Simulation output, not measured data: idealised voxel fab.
The name of this process module is voxel transistor to metal.
The figure presents cross-section cut, which has a width of 185 nm and is divided into square cells with an edge length of 5 nm.
Just so we're on the same page, the cross-sections are grids of square cells, and they're listed out in bands top to bottom, each band one or more rows deep. In this notation a band is specified by the heights of its top and bottom, in that order and in nm, after which its materials appear from left to right, each paired with its width in nm. The word "all across" attached to a single material means that material fills the band from edge to edge; the word "empty" stands for empty space. Beneath 0, the wafer as received is one material, and that level is where height counting begins. The lowest band goes on downward without a bottom; it is written like "0..down". When a width is written as two numbers, as in "30->40", the first number is the width in the top row of cells of the band and the second is the width in its bottom row, and the width changes by the same amount from each row to the next. "no modification" -> step changed no cross-section cell. The list in "Closed void register" covers empty spaces of 8 cells or more that cannot reach the top through any open way, and it gives each as width x height at distance; the distance is from the left edge, and width, height and distance are in nm. It should be noted that, on the line of a given step, the content following the step's settings is a remark produced by the simulator itself with respect to that step. Regarding "overlay nm": on a step with a mask, it is the distance the mask lay to the right of its planned place; a negative value places it to the left.
[Intended process steps]
1,RECEIVE: material Si
2,CONFORMAL_DEP: material SiO2, thk nm 5
3,CONFORMAL_DEP: material SiN, thk nm 10
4,MASKED_ETCH: tone cover, mask id ACTIVE, width nm 95, etch materials SiN, depth nm 10, overlay nm 0
5,MASKED_ETCH: tone cover, mask id ACTIVE, width nm 95, etch materials SiO2, depth nm 5, overlay nm 0
6,MASKED_ETCH: tone cover, mask id ACTIVE, width nm 95, etch materials Si, depth nm 30, overlay nm 0
7,FILL_DEP: material SiO2, thk nm 10
8,CMP: height nm 15
9,SELECTIVE_ETCH: etch materials SiO2, depth nm 5
10,STRIP: etch materials SiN
11,SELECTIVE_ETCH: etch materials SiO2, depth nm 5
12,OXIDIZE: depth nm 5
13,DIRECTIONAL_DEP: material polySi, thk nm 30
14,DIRECTIONAL_DEP: material SiCN, thk nm 10
15,MASKED_ETCH: tone cover, mask id GATE, width nm 15, etch materials SiCN, depth nm 20, overlay nm 0
16,MASKED_ETCH: tone cover, mask id GATE, width nm 15, etch materials polySi, depth nm 40, overlay nm 0
17,CONFORMAL_DEP: material SiN, thk nm 10
18,DIRECTIONAL_ETCH: etch materials SiN, depth nm 10
19,DIRECTIONAL_ETCH: etch materials SiO2, depth nm 5
20,DIRECTIONAL_ETCH: etch materials Si, depth nm 10
21,EPI: material nSi, thk nm 10
22,FILL_DEP: material SiO2, thk nm 10
23,CMP: height nm 40
24,DIRECTIONAL_DEP: material SiO2, thk nm 10
25,PATTERN: tone open, mask id CONTACT, material resist, width nm 30, pitch nm 55, thk nm 20, overlay nm 0
26,DIRECTIONAL_ETCH: etch materials SiO2, depth nm 55
27,STRIP: etch materials resist
28,CONFORMAL_DEP: material TiN, thk nm 5
29,FILL_DEP: material Ru, thk nm 5
30,CMP: height nm 50
31,DIRECTIONAL_DEP: material TiN, thk nm 5
32,DIRECTIONAL_DEP: material W, thk nm 15
33,PATTERN: tone cover, mask id METAL_1, material resist, width nm 20, pitch nm 65, thk nm 20, overlay nm 0
34,DIRECTIONAL_ETCH: etch materials W, depth nm 15
35,DIRECTIONAL_ETCH: etch materials TiN, depth nm 5
36,STRIP: etch materials resist
37,CONFORMAL_DEP: material SiCN, thk nm 5
38,FILL_DEP: material SiO2, thk nm 5
39,CMP: height nm 70
40,CONFORMAL_DEP: material SiN, thk nm 5
[Step 1 complete: cross-section of the wafer as received]
    0..down  Si all across
    Closed void register: none
[Wafer at module end, in section. Began as above, planned as above, run with one mistake]
    75..70  SiN all across
    70..55  45 of SiO2 / 5 of SiCN / 20 of W / 5 of SiCN / 35 of SiO2 / 5 of SiCN / 20 of W / 5 of SiCN / 45 of SiO2
    55..50  50 of SiCN / 20 of TiN / 45 of SiCN / 20 of TiN / 50 of SiCN
    50..45  45 of Ru / 5 of TiN / 30 of SiO2 / 5 of TiN / 15 of Ru / 5 of TiN / 30 of SiO2 / 5 of TiN / 45 of Ru
    45..40  45 of Ru / 5 of TiN / 30 of SiO2 / 25 of TiN / 30 of SiO2 / 5 of TiN / 45 of Ru
    40..30  45 of Ru / 5 of TiN / 25 of SiO2 / 10 of SiN / 15 of SiCN / 10 of SiN / 25 of SiO2 / 5 of TiN / 45 of Ru
    30..10  45 of Ru / 5 of TiN / 25 of SiO2 / 10 of SiN / 15 of polySi / 10 of SiN / 25 of SiO2 / 5 of TiN / 45 of Ru
    10..5  35 of Ru / 15 of TiN / 25 of SiO2 / 10 of SiN / 15 of polySi / 10 of SiN / 25 of SiO2 / 15 of TiN / 35 of Ru
    5..0  35 of Ru / 5 of TiN / 10 of SiN / 10 of nSi / 5 of SiO2 / 10 of nSi / 10 of SiN / 15 of polySi / 10 of SiN / 10 of nSi / 5 of SiO2 / 10 of nSi / 10 of SiN / 5 of TiN / 35 of Ru
    0..-5  40 of TiN / 10 of SiO2 / 10 of nSi / 5 of SiO2 / 10 of nSi / 35 of SiO2 / 10 of nSi / 5 of SiO2 / 10 of nSi / 10 of SiO2 / 40 of TiN
    -5..-15  45 of SiO2 / 5 of Si / 25 of nSi / 35 of Si / 25 of nSi / 5 of Si / 45 of SiO2
    -15..-30  45 of SiO2 / 95 of Si / 45 of SiO2
    -30..down  Si all across
    Closed void register: none
what went wrong: step 25 ran with different settings than intended, the actual operation and settings being PATTERN: tone cover, mask id CONTACT, material resist, width nm 30, pitch nm 55, thk nm 20, overlay nm 0
